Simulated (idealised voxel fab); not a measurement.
Herein follows the process module entitled voxel wiring stack.
Cross-section cut: width 235 nm, square cells of 5 nm.
Cross-section format: a grid of square cells, given as bands from top to bottom; each band is one or more rows of cells.
The entry gives the band's vertical extent as a top height and a bottom height in nm, then its horizontal make-up as materials from left to right, each with a width in nm. "air" stands for empty space; a single material marked "all across" fills the band edge to edge.
Heights from 0 (as-received wafer is one material below). Bottom band endless downward, as "0 nm and below".
The two numbers in a width such as "30..40" mark its ends across the band: the first belongs to the top row of cells, the second to the bottom row, and from each row to the next the width moves by the same amount.
Given "nothing altered" for a step, no cell of the cross-section differs between before and after that step.
In the "Listed closed voids" entry, you get each enclosed empty space of 8 cells or more, one with no open way to the top, written width x height at distance, distance from the left edge, in nm.
Anything after a step's settings on that line? It's the simulator's own note about the step.
What "overlay nm" on a step's line means: if the step has a mask, that mask lay this far to the right of its planned place, or, when the value is negative, to the left.
### List of planned process steps
1) RECEIVE [material Si]
2) CONFORMAL_DEP [material SiO2] [thk nm 15]
3) DIRECTIONAL_DEP [material TiN] [thk nm 5]
4) DIRECTIONAL_DEP [material W] [thk nm 20]
5) DIRECTIONAL_DEP [material aC] [thk nm 15]
6) PATTERN [tone cover] [mask id METAL_1] [material resist] [width nm 30] [pitch nm 60] [thk nm 30] [overlay nm 0]
7) DIRECTIONAL_ETCH [etch materials aC] [depth nm 15]
8) STRIP [etch materials resist]
9) DIRECTIONAL_ETCH [etch materials W] [depth nm 20]
10) DIRECTIONAL_ETCH [etch materials TiN] [depth nm 5]
11) STRIP [etch materials aC]
12) CONFORMAL_DEP [material SiCN] [thk nm 5]
13) FILL_DEP [material lowk] [thk nm 10]
14) CMP [height nm 40]
15) CONFORMAL_DEP [material SiCN] [thk nm 5]
16) DIRECTIONAL_DEP [material SiO2] [thk nm 20]
17) MASKED_ETCH [tone open] [mask id PLUG_1] [width nm 15] [pitch nm 120] [etch materials SiO2] [depth nm 20] [overlay nm 0]
18) MASKED_ETCH [tone open] [mask id PLUG_1] [width nm 15] [pitch nm 120] [etch materials SiCN] [depth nm 5] [overlay nm 0]
19) CONFORMAL_DEP [material TiN] [thk nm 5]
20) FILL_DEP [material W] [thk nm 5]
21) CMP [height nm 65]
22) CONFORMAL_DEP [material SiCN] [thk nm 5]
23) DIRECTIONAL_DEP [material SiO2] [thk nm 15]
24) PATTERN [tone open] [mask id METAL_2] [material resist] [width nm 30] [pitch nm 60] [thk nm 20] [overlay nm 0]
25) DIRECTIONAL_ETCH [etch materials SiO2] [depth nm 15]
26) DIRECTIONAL_ETCH [etch materials SiCN] [depth nm 5]
27) STRIP [etch materials resist]
28) CONFORMAL_DEP [material TiN] [thk nm 5]
29) FILL_DEP [material W] [thk nm 5]
30) CMP [height nm 85]
31) CONFORMAL_DEP [material SiCN] [thk nm 5]
32) DIRECTIONAL_DEP [material SiO2] [thk nm 10]
33) MASKED_ETCH [tone open] [mask id PLUG_2] [width nm 15] [pitch nm 60] [etch materials SiO2] [depth nm 10] [overlay nm 0]
34) MASKED_ETCH [tone open] [mask id PLUG_2] [width nm 15] [pitch nm 60] [etch materials SiCN] [depth nm 5] [overlay nm 0]
35) CONFORMAL_DEP [material TiN] [thk nm 5]
36) FILL_DEP [material W] [thk nm 5]
37) CMP [height nm 100]
38) DIRECTIONAL_DEP [material TiN] [thk nm 5]
39) DIRECTIONAL_DEP [material Ru] [thk nm 25]
40) MASKED_ETCH [tone cover] [mask id METAL_3] [width nm 30] [pitch nm 60] [etch materials Ru] [depth nm 25] [overlay nm 0]
41) MASKED_ETCH [tone cover] [mask id METAL_3] [width nm 30] [pitch nm 60] [etch materials TiN] [depth nm 5] [overlay nm 0]
42) CONFORMAL_DEP [material SiN] [thk nm 5]
43) FILL_DEP [material lowk] [thk nm 5]
44) CMP [height nm 130]
45) CONFORMAL_DEP [material SiCN] [thk nm 5]
### as received, after step 1
> 0 nm and below = Si all across
> Listed closed voids: none
### Wafer cross-section at module end: first of two, run to plan
> 135 nm to 130 nm = SiCN all across
> 130 nm to 105 nm = 35 lowk | 5 SiN | 30 Ru | 5 SiN | 20 lowk | 5 SiN | 30 Ru | 5 SiN | 20 lowk | 5 SiN | 30 Ru | 5 SiN | 40 lowk
> 105 nm to 100 nm = 40 SiN | 30 TiN | 30 SiN | 30 TiN | 30 SiN | 30 TiN | 45 SiN
> 100 nm to 90 nm = 40 SiO2 | 5 TiN | 5 W | 5 TiN | 45 SiO2 | 5 TiN | 5 W | 5 TiN | 45 SiO2 | 5 TiN | 5 W | 5 TiN | 60 SiO2
> 90 nm to 85 nm = 40 SiCN | 15 TiN | 45 SiCN | 15 TiN | 45 SiCN | 15 TiN | 60 SiCN
> 85 nm to 70 nm = 40 SiO2 | 5 TiN | 20 W | 5 TiN | 30 SiO2 | 5 TiN | 20 W | 5 TiN | 30 SiO2 | 5 TiN | 20 W | 5 TiN | 45 SiO2
> 70 nm to 65 nm = 40 SiCN | 30 TiN | 30 SiCN | 30 TiN | 30 SiCN | 30 TiN | 45 SiCN
> 65 nm to 45 nm = 40 SiO2 | 5 TiN | 5 W | 5 TiN | 105 SiO2 | 5 TiN | 5 W | 5 TiN | 60 SiO2
> 45 nm to 40 nm = 40 SiCN | 15 TiN | 105 SiCN | 15 TiN | 60 SiCN
> 40 nm to 20 nm = 35 lowk | 5 SiCN | 30 W | 5 SiCN | 20 lowk | 5 SiCN | 30 W | 5 SiCN | 20 lowk | 5 SiCN | 30 W | 5 SiCN | 40 lowk
> 20 nm to 15 nm = 40 SiCN | 30 TiN | 30 SiCN | 30 TiN | 30 SiCN | 30 TiN | 45 SiCN
> 15 nm to 0 nm = SiO2 all across
> 0 nm and below = Si all across
> Listed closed voids: none
### Cross-sectional image of the second wafer of the two following completion of the module. Starting state and process plan were the same as for the first wafer; one execution error occurred
> 135 nm to 130 nm = SiCN all across
> 130 nm to 105 nm = 35 lowk | 5 SiN | 30 Ru | 5 SiN | 20 lowk | 5 SiN | 30 Ru | 5 SiN | 20 lowk | 5 SiN | 30 Ru | 5 SiN | 40 lowk
> 105 nm to 100 nm = 40 SiN | 30 TiN | 30 SiN | 30 TiN | 30 SiN | 30 TiN | 45 SiN
> 100 nm to 90 nm = 40 SiO2 | 5 TiN | 5 W | 5 TiN | 45 SiO2 | 5 TiN | 5 W | 5 TiN | 45 SiO2 | 5 TiN | 5 W | 5 TiN | 60 SiO2
> 90 nm to 85 nm = 40 SiCN | 15 TiN | 45 SiCN | 15 TiN | 45 SiCN | 15 TiN | 60 SiCN
> 85 nm to 70 nm = 40 SiO2 | 5 TiN | 20 W | 5 TiN | 30 SiO2 | 5 TiN | 20 W | 5 TiN | 30 SiO2 | 5 TiN | 20 W | 5 TiN | 45 SiO2
> 70 nm to 65 nm = 40 SiCN | 30 TiN | 30 SiCN | 30 TiN | 30 SiCN | 30 TiN | 45 SiCN
> 65 nm to 45 nm = 40 SiO2 | 5 TiN | 5 W | 5 TiN | 105 SiO2 | 5 TiN | 5 W | 5 TiN | 60 SiO2
> 45 nm to 40 nm = 40 SiCN | 15 TiN | 105 SiCN | 15 TiN | 60 SiCN
> 40 nm to 20 nm = SiO2 all across
> 20 nm to 15 nm = TiN all across
> 15 nm to 0 nm = SiO2 all across
> 0 nm and below = Si all across
> Listed closed voids: none
So what did we get wrong on this run? so step 4 ended up running with a different setting than we planned, it ran as DIRECTIONAL_DEP [material SiO2] [thk nm 20]
Per the end-of-run cell counts, the second wafer holds more or fewer of some materials than the first: SiCN: 53 fewer | SiO2: 188 more | TiN: 29 more | W: 72 fewer | lowk: 92 fewer
